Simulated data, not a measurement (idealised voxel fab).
Presented below is a process module, voxel self aligned vias.
Square cell edge 5 nm, section width 155 nm, ID cut.
Cross-section = grid of square cells, listed top down in bands; band = one or more rows.
Basically the band line says how high the top is and how high the bottom is, in nm, and then what's in it from left to right, every material with its width in nm. Empty space shows up as "empty", and if a single material carries "everywhere" it runs the full band edge to edge.
Heights are expressed relative to 0, this being the level below which the as-received wafer comprises one material exclusively. The lowest band is unbounded in the downward direction and is denoted as in "0 and below".
The expression "30..40" gives the width at the extremes of the band, the first number at its top row of cells and the second at its bottom row, with the width changing by equal amounts from each row to the next in between.
"remained the same" after a step means that no cell of the cross-section changed.
This entry, "Enclosed void entries", enumerates those empty regions of no fewer than 8 cells that possess no open connection to the top. Each region is reported in the form width x height at distance, the distance being taken from the left edge, with all three quantities expressed in nm.
Post-settings text on a step line: simulator's own remark regarding the step.
The "overlay nm" setting may appear on a step's line; for a step that uses a mask, it gives how far to the right of its planned position the mask lay, and a negative value indicates the left.

-- Set out below are the planned steps of the process
1 RECEIVE (material Si)
2 CONFORMAL_DEP (material SiO2; thk nm 15)
3 CONFORMAL_DEP (material SiCN; thk nm 5)
4 DIRECTIONAL_DEP (material lowk; thk nm 30)
5 MASKED_ETCH (tone open; mask id LINES; width nm 30; pitch nm 60; etch materials lowk; depth nm 30; overlay nm 0)
6 CONFORMAL_DEP (material TiN; thk nm 5)
7 FILL_DEP (material W; thk nm 5)
8 CMP (height nm 50)
9 SELECTIVE_ETCH (etch materials W Ru TiN; depth nm 5)
10 FILL_DEP (material SiN; thk nm 10)
11 CMP (height nm 50)
12 DIRECTIONAL_DEP (material lowk; thk nm 20)
13 DIRECTIONAL_DEP (material aC; thk nm 10)
14 PATTERN (tone open; mask id VIAS; material resist; width nm 40; pitch nm 60; thk nm 25; overlay nm 0)
15 DIRECTIONAL_ETCH (etch materials aC; depth nm 10)
16 STRIP (etch materials resist)
17 DIRECTIONAL_ETCH (etch materials lowk; depth nm 20)
18 DIRECTIONAL_ETCH (etch materials SiN; depth nm 5)
19 STRIP (etch materials aC)
20 CONFORMAL_DEP (material TiN; thk nm 5)
21 FILL_DEP (material Ru; thk nm 5)
22 CMP (height nm 70)
23 CONFORMAL_DEP (material SiN; thk nm 5)

-- Delivered wafer in cross-section: state after step 1
- 0 and below: Si everywhere
- Enclosed void entries: none

-- Wafer at module end, in section. Began as above, planned as above, run with one mistake
- 75 down to 70: SiN everywhere
- 70 down to 50: lowk=25  TiN=5  Ru=30  TiN=5  lowk=20  TiN=5  Ru=30  TiN=5  lowk=30
- 50 down to 45: SiN=25  TiN=40  SiN=20  TiN=40  SiN=30
- 45 down to 20: lowk=30  TiN=5  W=20  TiN=5  lowk=30  TiN=5  W=20  TiN=5  lowk=35
- 20 down to 15: lowk=30  TiN=30  lowk=30  TiN=30  lowk=35
- 15 down to 0: SiO2 everywhere
- 0 and below: Si everywhere
- Enclosed void entries: none
Nonconformance to the process plan: yeah, step 3 of the plan got skipped, never ran
